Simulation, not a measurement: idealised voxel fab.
Process module heading - voxel ribs on slabs
This is section cut - it's 185 nm across, gridded in 5 nm square cells.
Cross-section layout: square cells on a grid; listed as bands, top to bottom; a band spans one or more cell rows.
The entry gives the band's vertical extent as a top height and a bottom height in nm, then its horizontal make-up as materials from left to right, each with a width in nm. "air" stands for empty space; a single material marked "edge to edge" fills the band edge to edge.
Height datum 0, below which the as-received substrate wafer is one material. Lowest band open at the bottom, running downward: "0 nm and below".
Top row gets the first number, bottom row gets the second, and each row in between changes by the same step: that is how a band width like "30..40" works.
Where a step carries "no alteration", the cross-section came out of it unchanged, cell for cell.
If an empty space has no open way to the top and is at least 8 cells in size, "Closed internal voids" lists it, written width x height at distance, where distance is measured from the left edge and every value is in nm.
It should be noted that, on the line of a given step, the content following the step's settings is a remark produced by the simulator itself with respect to that step.
"overlay nm" answers the question of how far to the right of plan the mask lay on a step that has a mask, and when it is negative the answer is to the left.
# Steps planned for the process
1,RECEIVE | material Si
2,DIRECTIONAL_DEP | material SiO2 | thk nm 20
3,DIRECTIONAL_DEP | material polySi | thk nm 25
4,MASKED_ETCH | tone cover | mask id RIB | width nm 30 | etch materials polySi | depth nm 20 | overlay nm 0
5,PATTERN | tone cover | mask id SLAB | material resist | width nm 80 | thk nm 20 | overlay nm -15
6,DIRECTIONAL_ETCH | etch materials polySi | depth nm 5
7,STRIP | etch materials resist
8,FILL_DEP | material SiO2 | thk nm 20
9,CMP | height nm 60
10,DIRECTIONAL_DEP | material TiN | thk nm 5
11,MASKED_ETCH | tone cover | mask id HEATER | width nm 40 | etch materials TiN | depth nm 5 | overlay nm 0
12,CONFORMAL_DEP | material SiN | thk nm 5
It is noted that the wafers described herein are identical at the outset and are distinguished by the overlay nm of step 5; the value stated in the plan corresponds to the first wafer.
# This is how the first of several wafers looked in cross-section when it arrived, which is after step 1
* 0 nm and below  Si edge to edge
* Closed internal voids: none
# first wafer at the end, after step 12
* 70 nm to 65 nm  air=65  SiN=50  air=70
* 65 nm to 60 nm  SiN=70  TiN=40  SiN=75
* 60 nm to 45 nm  SiO2 edge to edge
* 45 nm to 25 nm  SiO2=75  polySi=30  SiO2=80
* 25 nm to 20 nm  SiO2=35  polySi=80  SiO2=70
* 20 nm to 0 nm  SiO2 edge to edge
* 0 nm and below  Si edge to edge
* Closed internal voids: none
# Last-wafer cross-section at the end of the module
* 70 nm to 65 nm  air=65  SiN=50  air=70
* 65 nm to 60 nm  SiN=70  TiN=40  SiN=75
* 60 nm to 45 nm  SiO2 edge to edge
* 45 nm to 25 nm  SiO2=75  polySi=30  SiO2=80
* 25 nm to 20 nm  SiO2=65  polySi=80  SiO2=40
* 20 nm to 0 nm  SiO2 edge to edge
* 0 nm and below  Si edge to edge
* Closed internal voids: none
# Below, a row for every wafer. Read it as the end-of-module picture: for each material the wafer shows its cells gained (+) or lost (-) since it was received, and then its closed voids
overlay nm -15; +39 SiN; +404 SiO2; +8 TiN; +40 polySi; Closed internal voids: none
overlay nm -10; +39 SiN; +404 SiO2; +8 TiN; +40 polySi; Closed internal voids: none
overlay nm -5; +39 SiN; +404 SiO2; +8 TiN; +40 polySi; Closed internal voids: none
overlay nm 0; +39 SiN; +404 SiO2; +8 TiN; +40 polySi; Closed internal voids: none
overlay nm 5; +39 SiN; +404 SiO2; +8 TiN; +40 polySi; Closed internal voids: none
overlay nm 10; +39 SiN; +404 SiO2; +8 TiN; +40 polySi; Closed internal voids: none
overlay nm 15; +39 SiN; +404 SiO2; +8 TiN; +40 polySi; Closed internal voids: none
